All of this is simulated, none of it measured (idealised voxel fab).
process module | voxel self aligned contacts
cross-section cut | 235 nm wide | cells 5 nm
A cross-section is a grid of square cells, given in bands from the top down. A band is one or more rows of cells.
Each band's line starts with the height of the band's top and of its bottom, in nm. Then come its materials from left to right, each with its width in nm. One material with "throughout" fills the band from edge to edge. "air" is empty space.
Height 0 is the level under which the wafer as received is all one material. The lowest band goes on downwards, as in "0 down".
A width such as "30 to 40" changes by the same amount from each row of cells to the next, from the band's top row to its bottom row.
"no change" after a step means that no cell of the cross-section changed.
closed voids: empty space of 8 cells or more with no open way to the top, each as width x height at its distance from the left edge, in nm
after a step's settings: what the simulator itself notes on the step
overlay nm, on a step with a mask: how far to the right of its planned place the mask lay; to the left if negative
plan
1 op RECEIVE | material Si
2 op CONFORMAL_DEP | material SiO2 | thk nm 5
3 op DIRECTIONAL_DEP | material polySi | thk nm 25
4 op DIRECTIONAL_DEP | material SiN | thk nm 20
5 op DIRECTIONAL_DEP | material aC | thk nm 10
6 op PATTERN | tone cover | mask id GATE | material resist | width nm 35 | pitch nm 60 | thk nm 30 | overlay nm 0
7 op DIRECTIONAL_ETCH | etch materials aC | depth nm 10
8 op STRIP | etch materials resist
9 op DIRECTIONAL_ETCH | etch materials SiN | depth nm 20
10 op DIRECTIONAL_ETCH | etch materials polySi | depth nm 25
11 op STRIP | etch materials aC
12 op CONFORMAL_DEP | material SiN | thk nm 5
13 op DIRECTIONAL_ETCH | etch materials SiN | depth nm 5
14 op FILL_DEP | material SiO2 | thk nm 15
15 op CMP | height nm 55
16 op DIRECTIONAL_DEP | material aC | thk nm 15
17 op PATTERN | tone open | mask id CONTACT | material resist | width nm 45 | pitch nm 60 | thk nm 35 | overlay nm 0
18 op DIRECTIONAL_ETCH | etch materials aC | depth nm 15
19 op STRIP | etch materials resist
20 op DIRECTIONAL_ETCH | etch materials SiO2 | depth nm 55
21 op STRIP | etch materials aC
22 op CONFORMAL_DEP | material TiN | thk nm 5
23 op FILL_DEP | material W | thk nm 10
24 op CMP | height nm 55
25 op CONFORMAL_DEP | material SiN | thk nm 5
as received, after step 1
  0 down: Si throughout
  closed voids: none
a wafer at the end: this start, this plan, one mistake
  60 to 55: SiN throughout
  55 to 50: SiO2 65 | TiN 45 | SiO2 15 | TiN 45 | SiO2 65
  50 to 30: SiN 45 | SiO2 20 | TiN 5 | SiN 35 | TiN 5 | SiO2 15 | TiN 5 | SiN 35 | TiN 5 | SiO2 20 | SiN 45
  30 to 5: polySi 40 | SiN 5 | SiO2 20 | TiN 5 | SiN 5 | polySi 25 | SiN 5 | TiN 5 | SiO2 15 | TiN 5 | SiN 5 | polySi 25 | SiN 5 | TiN 5 | SiO2 20 | SiN 5 | polySi 40
  5 to 0: SiO2 65 | TiN 5 | SiO2 35 | TiN 5 | SiO2 15 | TiN 5 | SiO2 35 | TiN 5 | SiO2 65
  0 down: Si throughout
  closed voids: none
what went wrong: step 6 ran as: op PATTERN | tone open | mask id GATE | material resist | width nm 35 | pitch nm 60 | thk nm 30 | overlay nm 0
